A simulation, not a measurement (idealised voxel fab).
The following process module bears the name voxel lift off.
cross-section cut | 295 nm wide | cells 5 nm
Cross-section format: a grid of square cells, given as bands from top to bottom; each band is one or more rows of cells.
A band entry consists of two parts. The first gives the height of the band's top and the height of its bottom, in nm. The rest lists the band's materials from left to right, each with its width in nm. A single material labelled with the word "throughout" fills the band from edge to edge, and the word "empty" marks empty space.
Counting heights begins at 0, where everything beneath is, in the wafer as received, one material. The lowest band has no bottom; it goes on downwards, as "from 0 down" shows.
Read "30 to 40" as a graded width: first number on top, second number at the bottom, same change between each pair of neighbouring rows.
What does "identical to before" mean for a step? It means no cell of the cross-section changed in that step.
Entry "Trapped voids" = empty spaces >= 8 cells with no open way to the top; each as width x height at distance, distance from left edge, all nm.
What comes after the settings on a step's line is commentary from the simulator itself on that step.
overlay nm: where the mask lay relative to plan, measured to the right, on steps with a mask; negatives go left.
This section lists the process steps that were planned
- 1: RECEIVE, material Si
- 2: CONFORMAL_DEP, material SiN, thk nm 10
- 3: PATTERN, tone open, mask id LINES, material resist, width nm 20, pitch nm 40, thk nm 25, overlay nm 0
- 4: DIRECTIONAL_DEP, material Ru, thk nm 15
- 5: STRIP, etch materials resist
- 6: CONFORMAL_DEP, material SiN, thk nm 10
Cross-section: wafer on arrival = after step 1
> from 0 down | Si throughout
> Trapped voids: none
Post-module cross-section of the first of two wafers (run per plan)
> from 35 to 25 | 105 nm empty  80 nm SiN  110 nm empty
> from 25 to 20 | 105 nm empty  10 nm SiN  20 nm Ru  20 nm SiN  20 nm Ru  10 nm SiN  110 nm empty
> from 20 to 10 | 115 nm SiN  20 nm Ru  20 nm SiN  20 nm Ru  120 nm SiN
> from 10 to 0 | SiN throughout
> from 0 down | Si throughout
> Trapped voids: none
So this is wafer number two of the two, cut at the end of the module - it started where the first did and had the same plan, we just got one thing wrong running it
> from 40 to 30 | 105 nm empty  80 nm SiN  110 nm empty
> from 30 to 25 | 105 nm empty  10 nm SiN  20 nm Ru  20 nm SiN  20 nm Ru  10 nm SiN  110 nm empty
> from 25 to 15 | 115 nm SiN  20 nm Ru  20 nm SiN  20 nm Ru  120 nm SiN
> from 15 to 0 | SiN throughout
> from 0 down | Si throughout
> Trapped voids: none
Against the plan, the run slipped here: step 2 ran differently from the plan; actual operation with settings: CONFORMAL_DEP, material SiN, thk nm 15
Final comparison by cell count, materials where the second wafer has more or fewer than the first: +59 SiN
